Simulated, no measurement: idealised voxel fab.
This section sets out a process module, namely voxel ribs on slabs.
We display cut, a cross-section 150 nm in width whose square cells are each 5 nm.
A cross-section is a grid of square cells, given in bands from the top down. A band is one or more rows of cells. Top height, bottom height, nm. Materials left to right, width each, nm. Single material + "full width" = fills band edge to edge. "empty" = empty. Measure heights from 0. That's the level where, below it, the as-received wafer is all one material. The lowest band is bottomless and extends downward; write it as in "0 and below". The notation "30->40" denotes a width that varies across the rows of cells in the band, beginning at the first number in the top row, finishing at the second number in the bottom row, and changing by an identical amount from each row to the next. Given "remained unchanged" for a step, no cell of the cross-section differs between before and after that step. What "Enclosed voids" gives you is every empty space of 8 cells or more that is cut off from the top. Each appears as width x height at distance, with the distance taken from the left edge and width, height and distance all in nm. On each step's line, the part that comes after the settings is the simulator's own comment on the step. A step's line can hold "overlay nm"; with a mask on that step, the setting says how far right of the planned place the mask lay, while a negative setting says it lay to the left.

List of planned process steps:
step 1: RECEIVE: material Si
step 2: DIRECTIONAL_DEP: material SiO2, thk nm 20
step 3: DIRECTIONAL_DEP: material SiN, thk nm 25
step 4: MASKED_ETCH: tone cover, mask id RIB, width nm 25, etch materials SiN, depth nm 15, overlay nm 0
step 5: MASKED_ETCH: tone cover, mask id SLAB, width nm 75, etch materials SiN, depth nm 10, overlay nm 0
step 6: FILL_DEP: material SiO2, thk nm 15
step 7: CMP: height nm 55
step 8: DIRECTIONAL_DEP: material W, thk nm 10
step 9: DIRECTIONAL_DEP: material aC, thk nm 15
step 10: PATTERN: tone cover, mask id HEATER, material resist, width nm 35, thk nm 30, overlay nm 0
step 11: DIRECTIONAL_ETCH: etch materials aC, depth nm 15
step 12: STRIP: etch materials resist
step 13: DIRECTIONAL_ETCH: etch materials W, depth nm 10
step 14: STRIP: etch materials aC
step 15: CONFORMAL_DEP: material SiO2, thk nm 5

Cross-section of the incoming wafer, state after step 1:
> 0 and below: Si full width
> Enclosed voids: none

The first of the two wafers as seen in cross-section once the module was finished; processing followed the plan:
> 70 down to 65: 50 nm empty, 45 nm SiO2, 55 nm empty
> 65 down to 60: 50 nm empty, 5 nm SiO2, 35 nm W, 5 nm SiO2, 55 nm empty
> 60 down to 55: 55 nm SiO2, 35 nm W, 60 nm SiO2
> 55 down to 45: SiO2 full width
> 45 down to 30: 60 nm SiO2, 25 nm SiN, 65 nm SiO2
> 30 down to 20: 35 nm SiO2, 75 nm SiN, 40 nm SiO2
> 20 down to 0: SiO2 full width
> 0 and below: Si full width
> Enclosed voids: none

Second of two wafers, module complete, sectioned: it shares the first wafer's start and plan but was run with one mistake:
> 70 down to 65: 50 nm empty, 45 nm SiO2, 55 nm empty
> 65 down to 60: 50 nm empty, 5 nm SiO2, 35 nm W, 5 nm SiO2, 55 nm empty
> 60 down to 55: 55 nm SiO2, 35 nm W, 60 nm SiO2
> 55 down to 45: 35 nm SiO2, 75 nm SiN, 40 nm SiO2
> 45 down to 20: SiN full width
> 20 down to 0: SiO2 full width
> 0 and below: Si full width
> Enclosed voids: none
Run error: it should be noted that step 3 of the plan was executed twice
Materials where the second wafer ends with more or fewer cells than the first: +135 SiN, -135 SiO2
